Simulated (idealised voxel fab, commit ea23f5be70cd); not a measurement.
Process module under the name voxel capacitor over wiring
The figure presents cross-section cut, which has a width of 280 nm and is divided into square cells with an edge length of 5 nm.
Cross-section, as written here: a square-cell grid given band by band from the top down, where a band holds one or more rows of cells. A band entry consists of two parts. The first gives the height of the band's top and the height of its bottom, in nm. The rest lists the band's materials from left to right, each with its width in nm. A single material labelled with the word "full width" fills the band from edge to edge, and the word "air" marks empty space. Height reference: 0 = level under which incoming wafer is all one material. Lowest band: no bottom, runs on downward, e.g. "z 0 and below". Think of "30 to 40" as a width that walks from the first number to the second as you go down the band, top row to bottom row, taking equal-sized steps from row to row. It should be understood that the words "same as before", when stated for a given step, signify that the cross-section underwent no change in any of its cells during that step. So "Fully closed voids" is basically the list of trapped voids: any empty space of 8 cells or more that can't reach the top through an opening. They're written width x height at distance, the distance being from the left edge, and it's all nm. Heads up: the bit after the settings on a step's line is the simulator's remark on that step. "overlay nm" on a masked step: distance the mask lay right of its planned place, negative for left.
[So here's the lineup of process steps we planned]
1 RECEIVE [material Si]
2 CONFORMAL_DEP [material SiO2] [thk nm 15]
3 DIRECTIONAL_DEP [material TiN] [thk nm 5]
4 DIRECTIONAL_DEP [material W] [thk nm 20]
5 DIRECTIONAL_DEP [material aC] [thk nm 10]
6 PATTERN [tone cover] [mask id METAL_1] [material resist] [width nm 30] [pitch nm 100] [thk nm 30] [overlay nm 0]
7 DIRECTIONAL_ETCH [etch materials aC] [depth nm 10]
8 STRIP [etch materials resist]
9 DIRECTIONAL_ETCH [etch materials W] [depth nm 20]
10 DIRECTIONAL_ETCH [etch materials TiN] [depth nm 5]
11 STRIP [etch materials aC]
12 FILL_DEP [material SiO2] [thk nm 5]
13 CMP [height nm 40]
14 CONFORMAL_DEP [material SiCN] [thk nm 5]
15 DIRECTIONAL_DEP [material SiO2] [thk nm 20]
16 PATTERN [tone open] [mask id PLUG_1] [material resist] [width nm 15] [thk nm 15] [overlay nm 0]
17 DIRECTIONAL_ETCH [etch materials SiO2] [depth nm 20]
18 DIRECTIONAL_ETCH [etch materials SiCN] [depth nm 5]
19 STRIP [etch materials resist]
20 CONFORMAL_DEP [material TiN] [thk nm 5]
21 FILL_DEP [material Cu] [thk nm 5]
22 CMP [height nm 65]
23 DIRECTIONAL_DEP [material TiN] [thk nm 10]
24 DIRECTIONAL_DEP [material HfO2] [thk nm 5]
25 DIRECTIONAL_DEP [material TiN] [thk nm 5]
26 DIRECTIONAL_DEP [material aC] [thk nm 15]
27 PATTERN [tone cover] [mask id UPPER_PLATE] [material resist] [width nm 75] [thk nm 30] [overlay nm 0]
28 DIRECTIONAL_ETCH [etch materials aC] [depth nm 15]
29 STRIP [etch materials resist]
30 DIRECTIONAL_ETCH [etch materials TiN] [depth nm 5]
31 DIRECTIONAL_ETCH [etch materials HfO2] [depth nm 5]
32 STRIP [etch materials aC]
33 MASKED_ETCH [tone cover] [mask id LOWER_PLATE] [width nm 85] [etch materials TiN] [depth nm 10] [overlay nm 0]
34 FILL_DEP [material SiO2] [thk nm 20]
35 CMP [height nm 100]
36 DIRECTIONAL_DEP [material aC] [thk nm 15]
37 PATTERN [tone open] [mask id PLUG_2] [material resist] [width nm 15] [thk nm 35] [overlay nm 0]
38 DIRECTIONAL_ETCH [etch materials aC] [depth nm 15]
39 STRIP [etch materials resist]
40 DIRECTIONAL_ETCH [etch materials SiO2] [depth nm 15]
41 STRIP [etch materials aC]
42 CONFORMAL_DEP [material TiN] [thk nm 5]
43 FILL_DEP [material Ru] [thk nm 10]
44 CMP [height nm 100]
45 CONFORMAL_DEP [material SiCN] [thk nm 5]
[First out of two wafers; run went to plan]
[Wafer cross-section on receipt, i.e. after step 1]
z 0 and below  Si full width
Fully closed voids: none
[Step 2 complete: cross-section through the wafer]
z 15 to 0  SiO2 full width
Below 0 it's all the same as before, nothing changed down there.
[Step 3 complete: cross-section through the wafer]
z 20 to 15  TiN full width
Below 15 it's all the same as before, nothing changed down there.
[Step 4 complete: cross-section through the wafer]
z 40 to 20  W full width
Below 20 it's all the same as before, nothing changed down there.
[Step 5 complete: cross-section through the wafer]
z 50 to 40  aC full width
Below 40 it's all the same as before, nothing changed down there.
[Step 6 complete: cross-section through the wafer]
z 80 to 50  air (75); resist (30); air (70); resist (30); air (75)
Below 50 it's all the same as before, nothing changed down there.
[Step 7 complete: cross-section through the wafer]
z 70 to 50  air (75); resist (30); air (70); resist (30); air (75)
z 50 to 40  air (75); aC (30); air (70); aC (30); air (75)
Below 40 it's all the same as before, nothing changed down there.
[Step 8 complete: cross-section through the wafer]
z 50 to 40  air (75); aC (30); air (70); aC (30); air (75)
Below 40 it's all the same as before, nothing changed down there.
[Step 9 complete: cross-section through the wafer]
z 50 to 40  air (75); aC (30); air (70); aC (30); air (75)
z 40 to 20  air (75); W (30); air (70); W (30); air (75)
Below 20 it's all the same as before, nothing changed down there.
[Step 10 complete: cross-section through the wafer]
z 50 to 40  air (75); aC (30); air (70); aC (30); air (75)
z 40 to 20  air (75); W (30); air (70); W (30); air (75)
z 20 to 15  air (75); TiN (30); air (70); TiN (30); air (75)
Below 15 it's all the same as before, nothing changed down there.
[Step 11 complete: cross-section through the wafer]
z 40 to 20  air (75); W (30); air (70); W (30); air (75)
Below 20 it's all the same as before, nothing changed down there.
[Step 12 complete: cross-section through the wafer]
z 45 to 40  SiO2 full width
z 40 to 20  SiO2 (75); W (30); SiO2 (70); W (30); SiO2 (75)
z 20 to 15  SiO2 (75); TiN (30); SiO2 (70); TiN (30); SiO2 (75)
Below 15 it's all the same as before, nothing changed down there.
[Step 13 complete: cross-section through the wafer]
z 40 to 20  SiO2 (75); W (30); SiO2 (70); W (30); SiO2 (75)
Below 20 it's all the same as before, nothing changed down there.
[Step 14 complete: cross-section through the wafer]
z 45 to 40  SiCN full width
Below 40 it's all the same as before, nothing changed down there.
[Step 15 complete: cross-section through the wafer]
z 65 to 45  SiO2 full width
Below 45 it's all the same as before, nothing changed down there.
[Step 16 complete: cross-section through the wafer]
z 80 to 65  resist (90); air (15); resist (175)
Below 65 it's all the same as before, nothing changed down there.
[Step 17 complete: cross-section through the wafer]
z 80 to 65  resist (90); air (15); resist (175)
z 65 to 45  SiO2 (90); air (15); SiO2 (175)
Below 45 it's all the same as before, nothing changed down there.
[Step 18 complete: cross-section through the wafer]
z 80 to 65  resist (90); air (15); resist (175)
z 65 to 45  SiO2 (90); air (15); SiO2 (175)
z 45 to 40  SiCN (90); air (15); SiCN (175)
Below 40 it's all the same as before, nothing changed down there.
[Step 19 complete: cross-section through the wafer]
z 65 to 45  SiO2 (90); air (15); SiO2 (175)
Below 45 it's all the same as before, nothing changed down there.
[Step 20 complete: cross-section through the wafer]
z 70 to 65  TiN (95); air (5); TiN (180)
z 65 to 45  SiO2 (90); TiN (5); air (5); TiN (5); SiO2 (175)
z 45 to 40  SiCN (90); TiN (15); SiCN (175)
Below 40 it's all the same as before, nothing changed down there.
[Step 21 complete: cross-section through the wafer]
z 75 to 70  Cu full width
z 70 to 65  TiN (95); Cu (5); TiN (180)
z 65 to 45  SiO2 (90); TiN (5); Cu (5); TiN (5); SiO2 (175)
Below 45 it's all the same as before, nothing changed down there.
[Step 22 complete: cross-section through the wafer]
z 65 to 45  SiO2 (90); TiN (5); Cu (5); TiN (5); SiO2 (175)
Below 45 it's all the same as before, nothing changed down there.
[Step 23 complete: cross-section through the wafer]
z 75 to 65  TiN full width
Below 65 it's all the same as before, nothing changed down there.
[Step 24 complete: cross-section through the wafer]
z 80 to 75  HfO2 full width
Below 75 it's all the same as before, nothing changed down there.
[Step 25 complete: cross-section through the wafer]
z 85 to 80  TiN full width
Below 80 it's all the same as before, nothing changed down there.
[Step 26 complete: cross-section through the wafer]
z 100 to 85  aC full width
Below 85 it's all the same as before, nothing changed down there.
[Step 27 complete: cross-section through the wafer]
z 130 to 100  air (90); resist (75); air (115)
Below 100 it's all the same as before, nothing changed down there.
[Step 28 complete: cross-section through the wafer]
z 115 to 100  air (90); resist (75); air (115)
z 100 to 85  air (90); aC (75); air (115)
Below 85 it's all the same as before, nothing changed down there.
[Step 29 complete: cross-section through the wafer]
z 100 to 85  air (90); aC (75); air (115)
Below 85 it's all the same as before, nothing changed down there.
[Step 30 complete: cross-section through the wafer]
z 100 to 85  air (90); aC (75); air (115)
z 85 to 80  air (90); TiN (75); air (115)
Below 80 it's all the same as before, nothing changed down there.
[Step 31 complete: cross-section through the wafer]
z 100 to 85  air (90); aC (75); air (115)
z 85 to 80  air (90); TiN (75); air (115)
z 80 to 75  air (90); HfO2 (75); air (115)
Below 75 it's all the same as before, nothing changed down there.
[Step 32 complete: cross-section through the wafer]
z 85 to 80  air (90); TiN (75); air (115)
Below 80 it's all the same as before, nothing changed down there.
[Step 33 complete: cross-section through the wafer]
z 85 to 80  air (90); TiN (75); air (115)
z 80 to 75  air (90); HfO2 (75); air (115)
z 75 to 65  air (85); TiN (85); air (110)
Below 65 it's all the same as before, nothing changed down there.
[Step 34 complete: cross-section through the wafer]
z 105 to 85  SiO2 full width
z 85 to 80  SiO2 (90); TiN (75); SiO2 (115)
z 80 to 75  SiO2 (90); HfO2 (75); SiO2 (115)
z 75 to 65  SiO2 (85); TiN (85); SiO2 (110)
Below 65 it's all the same as before, nothing changed down there.
[Step 35 complete: cross-section through the wafer]
z 100 to 85  SiO2 full width
Below 85 it's all the same as before, nothing changed down there.
[Step 36 complete: cross-section through the wafer]
z 115 to 100  aC full width
Below 100 it's all the same as before, nothing changed down there.
[Step 37 complete: cross-section through the wafer]
z 150 to 115  resist (100); air (15); resist (165)
Below 115 it's all the same as before, nothing changed down there.
[Step 38 complete: cross-section through the wafer]
z 135 to 115  resist (100); air (15); resist (165)
z 115 to 100  aC (100); air (15); aC (165)
Below 100 it's all the same as before, nothing changed down there.
[Step 39 complete: cross-section through the wafer]
z 115 to 100  aC (100); air (15); aC (165)
Below 100 it's all the same as before, nothing changed down there.
[Step 40 complete: cross-section through the wafer]
z 115 to 100  aC (100); air (15); aC (165)
z 100 to 85  SiO2 (100); air (15); SiO2 (165)
Below 85 it's all the same as before, nothing changed down there.
[Step 41 complete: cross-section through the wafer]
z 100 to 85  SiO2 (100); air (15); SiO2 (165)
Below 85 it's all the same as before, nothing changed down there.
[Step 42 complete: cross-section through the wafer]
z 105 to 100  TiN (105); air (5); TiN (170)
z 100 to 90  SiO2 (100); TiN (5); air (5); TiN (5); SiO2 (165)
z 90 to 80  SiO2 (100 to 90); TiN (15 to 75); SiO2 (165 to 115)
Below 80 it's all the same as before, nothing changed down there.
[Step 43 complete: cross-section through the wafer]
z 115 to 105  Ru full width
z 105 to 100  TiN (105); Ru (5); TiN (170)
z 100 to 90  SiO2 (100); TiN (5); Ru (5); TiN (5); SiO2 (165)
Below 90 it's all the same as before, nothing changed down there.
[Step 44 complete: cross-section through the wafer]
z 100 to 90  SiO2 (100); TiN (5); Ru (5); TiN (5); SiO2 (165)
Below 90 it's all the same as before, nothing changed down there.
[Step 45 complete: cross-section through the wafer]
z 105 to 100  SiCN full width
Below 100 it's all the same as before, nothing changed down there.
[Second of two: same start, same plan, one run error; steps up to and including 23 match the first]
[Second wafer, cross-section, planned end of step 24]
z 80 to 65  TiN full width
Below 65 it's all the same as before, nothing changed down there.
[Second wafer, cross-section, planned end of step 25]
z 85 to 80  HfO2 full width
Below 80 it's all the same as before, nothing changed down there.
[Second wafer, cross-section, planned end of step 26]
z 100 to 85  aC full width
Below 85 it's all the same as before, nothing changed down there.
[Second wafer, cross-section, planned end of step 27]
z 130 to 100  air (90); resist (75); air (115)
Below 100 it's all the same as before, nothing changed down there.
[Second wafer, cross-section, planned end of step 28]
z 115 to 100  air (90); resist (75); air (115)
z 100 to 85  air (90); aC (75); air (115)
Below 85 it's all the same as before, nothing changed down there.
[Second wafer, cross-section, planned end of step 29]
z 100 to 85  air (90); aC (75); air (115)
Below 85 it's all the same as before, nothing changed down there.
Second wafer, cross-section, planned end of step 30: same as before
[Second wafer, cross-section, planned end of step 31]
z 100 to 85  air (90); aC (75); air (115)
z 85 to 80  air (90); HfO2 (75); air (115)
Below 80 it's all the same as before, nothing changed down there.
[Second wafer, cross-section, planned end of step 32]
z 85 to 80  air (90); HfO2 (75); air (115)
Below 80 it's all the same as before, nothing changed down there.
[Second wafer, cross-section, planned end of step 33]
z 85 to 80  air (90); HfO2 (75); air (115)
z 80 to 70  air (85); TiN (85); air (110)
Below 70 it's all the same as before, nothing changed down there.
[Second wafer, cross-section, planned end of step 34]
z 105 to 85  SiO2 full width
z 85 to 80  SiO2 (90); HfO2 (75); SiO2 (115)
z 80 to 70  SiO2 (85); TiN (85); SiO2 (110)
Below 70 it's all the same as before, nothing changed down there.
[Second wafer, cross-section, planned end of step 35]
z 100 to 85  SiO2 full width
Below 85 it's all the same as before, nothing changed down there.
[Second wafer, cross-section, planned end of step 36]
z 115 to 100  aC full width
Below 100 it's all the same as before, nothing changed down there.
[Second wafer, cross-section, planned end of step 37]
z 150 to 115  resist (100); air (15); resist (165)
Below 115 it's all the same as before, nothing changed down there.
[Second wafer, cross-section, planned end of step 38]
z 135 to 115  resist (100); air (15); resist (165)
z 115 to 100  aC (100); air (15); aC (165)
Below 100 it's all the same as before, nothing changed down there.
[Second wafer, cross-section, planned end of step 39]
z 115 to 100  aC (100); air (15); aC (165)
Below 100 it's all the same as before, nothing changed down there.
[Second wafer, cross-section, planned end of step 40]
z 115 to 100  aC (100); air (15); aC (165)
z 100 to 85  SiO2 (100); air (15); SiO2 (165)
Below 85 it's all the same as before, nothing changed down there.
[Second wafer, cross-section, planned end of step 41]
z 100 to 85  SiO2 (100); air (15); SiO2 (165)
Below 85 it's all the same as before, nothing changed down there.
[Second wafer, cross-section, planned end of step 42]
z 105 to 100  TiN (105); air (5); TiN (170)
z 100 to 90  SiO2 (100); TiN (5); air (5); TiN (5); SiO2 (165)
z 90 to 85  SiO2 (100); TiN (15); SiO2 (165)
Below 85 it's all the same as before, nothing changed down there.
[Second wafer, cross-section, planned end of step 43]
z 115 to 105  Ru full width
z 105 to 100  TiN (105); Ru (5); TiN (170)
z 100 to 90  SiO2 (100); TiN (5); Ru (5); TiN (5); SiO2 (165)
Below 90 it's all the same as before, nothing changed down there.
[Second wafer, cross-section, planned end of step 44]
z 100 to 90  SiO2 (100); TiN (5); Ru (5); TiN (5); SiO2 (165)
Below 90 it's all the same as before, nothing changed down there.
[Second wafer, cross-section, planned end of step 45]
z 105 to 100  SiCN full width
Below 100 it's all the same as before, nothing changed down there.
Heads up, the wafer didn't run the way we planned it: steps 24 and 25 got flipped, so each one ran where the other should have
Heads up, by the end the second wafer has more or fewer cells of some materials compared to the first: 41 fewer of SiO2; 41 more of TiN
